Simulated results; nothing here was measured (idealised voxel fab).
process module | voxel capacitor over wiring
cross-section cut | 145 nm wide | cells 5 nm
A cross-section is a grid of square cells, given in bands from the top down. A band is one or more rows of cells.
Each band's line starts with the height of the band's top and of its bottom, in nm. Then come its materials from left to right, each with its width in nm. One material with "throughout" fills the band from edge to edge. "air" is empty space.
Height 0 is the level under which the wafer as received is all one material. The lowest band goes on downwards, as in "0 down".
A width such as "30 to 40" changes by the same amount from each row of cells to the next, from the band's top row to its bottom row.
"no change" after a step means that no cell of the cross-section changed.
closed voids: empty space of 8 cells or more with no open way to the top, each as width x height at its distance from the left edge, in nm
after a step's settings: what the simulator itself notes on the step
overlay nm, on a step with a mask: how far to the right of its planned place the mask lay; to the left if negative
plan
1 op RECEIVE | material Si
2 op CONFORMAL_DEP | material SiO2 | thk nm 15
3 op DIRECTIONAL_DEP | material TiN | thk nm 5
4 op DIRECTIONAL_DEP | material Ru | thk nm 15
5 op PATTERN | tone cover | mask id METAL_1 | material resist | width nm 25 | pitch nm 75 | thk nm 20 | overlay nm 0
6 op DIRECTIONAL_ETCH | etch materials Ru | depth nm 15
7 op DIRECTIONAL_ETCH | etch materials TiN | depth nm 5
8 op STRIP | etch materials resist
9 op FILL_DEP | material SiO2 | thk nm 10
10 op CMP | height nm 35
11 op CONFORMAL_DEP | material SiCN | thk nm 5
12 op DIRECTIONAL_DEP | material SiO2 | thk nm 10
13 op DIRECTIONAL_DEP | material aC | thk nm 15
14 op PATTERN | tone open | mask id PLUG_1 | material resist | width nm 15 | thk nm 30 | overlay nm 0
15 op DIRECTIONAL_ETCH | etch materials aC | depth nm 15
16 op STRIP | etch materials resist
17 op DIRECTIONAL_ETCH | etch materials SiO2 | depth nm 10
18 op DIRECTIONAL_ETCH | etch materials SiCN | depth nm 5
19 op STRIP | etch materials aC
20 op CONFORMAL_DEP | material TiN | thk nm 5
21 op FILL_DEP | material W | thk nm 5
22 op CMP | height nm 50
23 op DIRECTIONAL_DEP | material TiN | thk nm 5
24 op DIRECTIONAL_DEP | material Al2O3 | thk nm 5
25 op DIRECTIONAL_DEP | material TiN | thk nm 10
26 op DIRECTIONAL_DEP | material aC | thk nm 10
27 op PATTERN | tone cover | mask id UPPER_PLATE | material resist | width nm 55 | thk nm 25 | overlay nm 0
28 op DIRECTIONAL_ETCH | etch materials aC | depth nm 10
29 op STRIP | etch materials resist
30 op DIRECTIONAL_ETCH | etch materials TiN | depth nm 10
31 op DIRECTIONAL_ETCH | etch materials Al2O3 | depth nm 5
32 op STRIP | etch materials aC
33 op PATTERN | tone cover | mask id LOWER_PLATE | material resist | width nm 65 | thk nm 15 | overlay nm 0
34 op DIRECTIONAL_ETCH | etch materials TiN | depth nm 5
35 op STRIP | etch materials resist
36 op FILL_DEP | material SiO2 | thk nm 20
37 op CMP | height nm 85
38 op PATTERN | tone open | mask id PLUG_2 | material resist | width nm 15 | thk nm 20 | overlay nm 0
39 op DIRECTIONAL_ETCH | etch materials SiO2 | depth nm 15
40 op STRIP | etch materials resist
41 op CONFORMAL_DEP | material TiN | thk nm 5
42 op FILL_DEP | material Ru | thk nm 5
43 op CMP | height nm 85
44 op CONFORMAL_DEP | material SiN | thk nm 5
first wafer, as planned
as received, after step 1
  0 down: Si throughout
  closed voids: none
after step 2
  15 to 0: SiO2 throughout
  below 0: unchanged
after step 3
  20 to 15: TiN throughout
  below 15: unchanged
after step 4
  35 to 20: Ru throughout
  below 20: unchanged
after step 5
  55 to 35: air 20 | resist 25 | air 50 | resist 25 | air 25
  below 35: unchanged
after step 6
  55 to 35: air 20 | resist 25 | air 50 | resist 25 | air 25
  35 to 20: air 20 | Ru 25 | air 50 | Ru 25 | air 25
  below 20: unchanged
after step 7
  55 to 35: air 20 | resist 25 | air 50 | resist 25 | air 25
  35 to 20: air 20 | Ru 25 | air 50 | Ru 25 | air 25
  20 to 15: air 20 | TiN 25 | air 50 | TiN 25 | air 25
  below 15: unchanged
after step 8
  35 to 20: air 20 | Ru 25 | air 50 | Ru 25 | air 25
  below 20: unchanged
after step 9
  45 to 35: SiO2 throughout
  35 to 20: SiO2 20 | Ru 25 | SiO2 50 | Ru 25 | SiO2 25
  20 to 15: SiO2 20 | TiN 25 | SiO2 50 | TiN 25 | SiO2 25
  below 15: unchanged
after step 10
  35 to 20: SiO2 20 | Ru 25 | SiO2 50 | Ru 25 | SiO2 25
  below 20: unchanged
after step 11
  40 to 35: SiCN throughout
  below 35: unchanged
after step 12
  50 to 40: SiO2 throughout
  below 40: unchanged
after step 13
  65 to 50: aC throughout
  below 50: unchanged
after step 14
  95 to 65: resist 30 | air 15 | resist 100
  below 65: unchanged
after step 15
  80 to 65: resist 30 | air 15 | resist 100
  65 to 50: aC 30 | air 15 | aC 100
  below 50: unchanged
after step 16
  65 to 50: aC 30 | air 15 | aC 100
  below 50: unchanged
after step 17
  65 to 50: aC 30 | air 15 | aC 100
  50 to 40: SiO2 30 | air 15 | SiO2 100
  below 40: unchanged
after step 18
  65 to 50: aC 30 | air 15 | aC 100
  50 to 40: SiO2 30 | air 15 | SiO2 100
  40 to 35: SiCN 30 | air 15 | SiCN 100
  below 35: unchanged
after step 19
  50 to 40: SiO2 30 | air 15 | SiO2 100
  below 40: unchanged
after step 20
  55 to 50: TiN 35 | air 5 | TiN 105
  50 to 40: SiO2 30 | TiN 5 | air 5 | TiN 5 | SiO2 100
  40 to 35: SiCN 30 | TiN 15 | SiCN 100
  below 35: unchanged
after step 21
  60 to 55: W throughout
  55 to 50: TiN 35 | W 5 | TiN 105
  50 to 40: SiO2 30 | TiN 5 | W 5 | TiN 5 | SiO2 100
  below 40: unchanged
after step 22
  50 to 40: SiO2 30 | TiN 5 | W 5 | TiN 5 | SiO2 100
  below 40: unchanged
after step 23
  55 to 50: TiN throughout
  below 50: unchanged
after step 24
  60 to 55: Al2O3 throughout
  below 55: unchanged
after step 25
  70 to 60: TiN throughout
  below 60: unchanged
after step 26
  80 to 70: aC throughout
  below 70: unchanged
after step 27
  105 to 80: air 30 | resist 55 | air 60
  below 80: unchanged
after step 28
  95 to 80: air 30 | resist 55 | air 60
  80 to 70: air 30 | aC 55 | air 60
  below 70: unchanged
after step 29
  80 to 70: air 30 | aC 55 | air 60
  below 70: unchanged
after step 30
  80 to 70: air 30 | aC 55 | air 60
  70 to 60: air 30 | TiN 55 | air 60
  below 60: unchanged
after step 31
  80 to 70: air 30 | aC 55 | air 60
  70 to 60: air 30 | TiN 55 | air 60
  60 to 55: air 30 | Al2O3 55 | air 60
  below 55: unchanged
after step 32
  70 to 60: air 30 | TiN 55 | air 60
  below 60: unchanged
after step 33
  85 to 70: air 25 | resist 65 | air 55
  70 to 60: air 25 | resist 5 | TiN 55 | resist 5 | air 55
  60 to 55: air 25 | resist 5 | Al2O3 55 | resist 5 | air 55
  below 55: unchanged
after step 34
  85 to 70: air 25 | resist 65 | air 55
  70 to 60: air 25 | resist 5 | TiN 55 | resist 5 | air 55
  60 to 55: air 25 | resist 5 | Al2O3 55 | resist 5 | air 55
  55 to 50: air 25 | TiN 65 | air 55
  below 50: unchanged
after step 35
  70 to 60: air 30 | TiN 55 | air 60
  60 to 55: air 30 | Al2O3 55 | air 60
  below 55: unchanged
after step 36
  90 to 70: SiO2 throughout
  70 to 60: SiO2 30 | TiN 55 | SiO2 60
  60 to 55: SiO2 30 | Al2O3 55 | SiO2 60
  55 to 50: SiO2 25 | TiN 65 | SiO2 55
  below 50: unchanged
after step 37
  85 to 70: SiO2 throughout
  below 70: unchanged
after step 38
  105 to 85: resist 40 | air 15 | resist 90
  below 85: unchanged
after step 39
  105 to 85: resist 40 | air 15 | resist 90
  85 to 70: SiO2 40 | air 15 | SiO2 90
  below 70: unchanged
after step 40
  85 to 70: SiO2 40 | air 15 | SiO2 90
  below 70: unchanged
after step 41
  90 to 85: TiN 45 | air 5 | TiN 95
  85 to 75: SiO2 40 | TiN 5 | air 5 | TiN 5 | SiO2 90
  75 to 70: SiO2 40 | TiN 15 | SiO2 90
  below 70: unchanged
after step 42
  95 to 90: Ru throughout
  90 to 85: TiN 45 | Ru 5 | TiN 95
  85 to 75: SiO2 40 | TiN 5 | Ru 5 | TiN 5 | SiO2 90
  below 75: unchanged
after step 43
  85 to 75: SiO2 40 | TiN 5 | Ru 5 | TiN 5 | SiO2 90
  below 75: unchanged
after step 44
  90 to 85: SiN throughout
  below 85: unchanged
second wafer: like start, like plan, one mistake. Through step 1 it matches the first wafer
when step 2 should have ended
  30 to 0: SiO2 throughout
  below 0: unchanged
when step 3 should have ended
  35 to 30: TiN throughout
  below 30: unchanged
when step 4 should have ended
  50 to 35: Ru throughout
  below 35: unchanged
when step 5 should have ended
  70 to 50: air 20 | resist 25 | air 50 | resist 25 | air 25
  below 50: unchanged
when step 6 should have ended
  70 to 50: air 20 | resist 25 | air 50 | resist 25 | air 25
  50 to 35: air 20 | Ru 25 | air 50 | Ru 25 | air 25
  below 35: unchanged
when step 7 should have ended
  70 to 50: air 20 | resist 25 | air 50 | resist 25 | air 25
  50 to 35: air 20 | Ru 25 | air 50 | Ru 25 | air 25
  35 to 30: air 20 | TiN 25 | air 50 | TiN 25 | air 25
  below 30: unchanged
when step 8 should have ended
  50 to 35: air 20 | Ru 25 | air 50 | Ru 25 | air 25
  below 35: unchanged
when step 9 should have ended
  60 to 50: SiO2 throughout
  50 to 35: SiO2 20 | Ru 25 | SiO2 50 | Ru 25 | SiO2 25
  35 to 30: SiO2 20 | TiN 25 | SiO2 50 | TiN 25 | SiO2 25
  below 30: unchanged
when step 10 should have ended
  35 to 30: SiO2 20 | TiN 25 | SiO2 50 | TiN 25 | SiO2 25
  below 30: unchanged
when step 11 should have ended
  40 to 35: SiCN throughout
  below 35: unchanged
when step 12 should have ended
  50 to 40: SiO2 throughout
  below 40: unchanged
when step 13 should have ended
  65 to 50: aC throughout
  below 50: unchanged
when step 14 should have ended
  95 to 65: resist 30 | air 15 | resist 100
  below 65: unchanged
when step 15 should have ended
  80 to 65: resist 30 | air 15 | resist 100
  65 to 50: aC 30 | air 15 | aC 100
  below 50: unchanged
when step 16 should have ended
  65 to 50: aC 30 | air 15 | aC 100
  below 50: unchanged
when step 17 should have ended
  65 to 50: aC 30 | air 15 | aC 100
  50 to 40: SiO2 30 | air 15 | SiO2 100
  below 40: unchanged
when step 18 should have ended
  65 to 50: aC 30 | air 15 | aC 100
  50 to 40: SiO2 30 | air 15 | SiO2 100
  40 to 35: SiCN 30 | air 15 | SiCN 100
  below 35: unchanged
when step 19 should have ended
  50 to 40: SiO2 30 | air 15 | SiO2 100
  below 40: unchanged
when step 20 should have ended
  55 to 50: TiN 35 | air 5 | TiN 105
  50 to 40: SiO2 30 | TiN 5 | air 5 | TiN 5 | SiO2 100
  40 to 35: SiCN 30 | TiN 15 | SiCN 100
  below 35: unchanged
when step 21 should have ended
  60 to 55: W throughout
  55 to 50: TiN 35 | W 5 | TiN 105
  50 to 40: SiO2 30 | TiN 5 | W 5 | TiN 5 | SiO2 100
  below 40: unchanged
when step 22 should have ended
  50 to 40: SiO2 30 | TiN 5 | W 5 | TiN 5 | SiO2 100
  below 40: unchanged
when step 23 should have ended
  55 to 50: TiN throughout
  below 50: unchanged
when step 24 should have ended
  60 to 55: Al2O3 throughout
  below 55: unchanged
when step 25 should have ended
  70 to 60: TiN throughout
  below 60: unchanged
when step 26 should have ended
  80 to 70: aC throughout
  below 70: unchanged
when step 27 should have ended
  105 to 80: air 30 | resist 55 | air 60
  below 80: unchanged
when step 28 should have ended
  95 to 80: air 30 | resist 55 | air 60
  80 to 70: air 30 | aC 55 | air 60
  below 70: unchanged
when step 29 should have ended
  80 to 70: air 30 | aC 55 | air 60
  below 70: unchanged
when step 30 should have ended
  80 to 70: air 30 | aC 55 | air 60
  70 to 60: air 30 | TiN 55 | air 60
  below 60: unchanged
when step 31 should have ended
  80 to 70: air 30 | aC 55 | air 60
  70 to 60: air 30 | TiN 55 | air 60
  60 to 55: air 30 | Al2O3 55 | air 60
  below 55: unchanged
when step 32 should have ended
  70 to 60: air 30 | TiN 55 | air 60
  below 60: unchanged
when step 33 should have ended
  85 to 70: air 25 | resist 65 | air 55
  70 to 60: air 25 | resist 5 | TiN 55 | resist 5 | air 55
  60 to 55: air 25 | resist 5 | Al2O3 55 | resist 5 | air 55
  below 55: unchanged
when step 34 should have ended
  85 to 70: air 25 | resist 65 | air 55
  70 to 60: air 25 | resist 5 | TiN 55 | resist 5 | air 55
  60 to 55: air 25 | resist 5 | Al2O3 55 | resist 5 | air 55
  55 to 50: air 25 | TiN 65 | air 55
  below 50: unchanged
when step 35 should have ended
  70 to 60: air 30 | TiN 55 | air 60
  60 to 55: air 30 | Al2O3 55 | air 60
  below 55: unchanged
when step 36 should have ended
  90 to 70: SiO2 throughout
  70 to 60: SiO2 30 | TiN 55 | SiO2 60
  60 to 55: SiO2 30 | Al2O3 55 | SiO2 60
  55 to 50: SiO2 25 | TiN 65 | SiO2 55
  below 50: unchanged
when step 37 should have ended
  85 to 70: SiO2 throughout
  below 70: unchanged
when step 38 should have ended
  105 to 85: resist 40 | air 15 | resist 90
  below 85: unchanged
when step 39 should have ended
  105 to 85: resist 40 | air 15 | resist 90
  85 to 70: SiO2 40 | air 15 | SiO2 90
  below 70: unchanged
when step 40 should have ended
  85 to 70: SiO2 40 | air 15 | SiO2 90
  below 70: unchanged
when step 41 should have ended
  90 to 85: TiN 45 | air 5 | TiN 95
  85 to 75: SiO2 40 | TiN 5 | air 5 | TiN 5 | SiO2 90
  75 to 70: SiO2 40 | TiN 15 | SiO2 90
  below 70: unchanged
when step 42 should have ended
  95 to 90: Ru throughout
  90 to 85: TiN 45 | Ru 5 | TiN 95
  85 to 75: SiO2 40 | TiN 5 | Ru 5 | TiN 5 | SiO2 90
  below 75: unchanged
when step 43 should have ended
  85 to 75: SiO2 40 | TiN 5 | Ru 5 | TiN 5 | SiO2 90
  below 75: unchanged
when step 44 should have ended
  90 to 85: SiN throughout
  below 85: unchanged
what went wrong: step 2 was run twice
at the end the second wafer has, in cells: 30 fewer of Ru | 30 more of SiO2
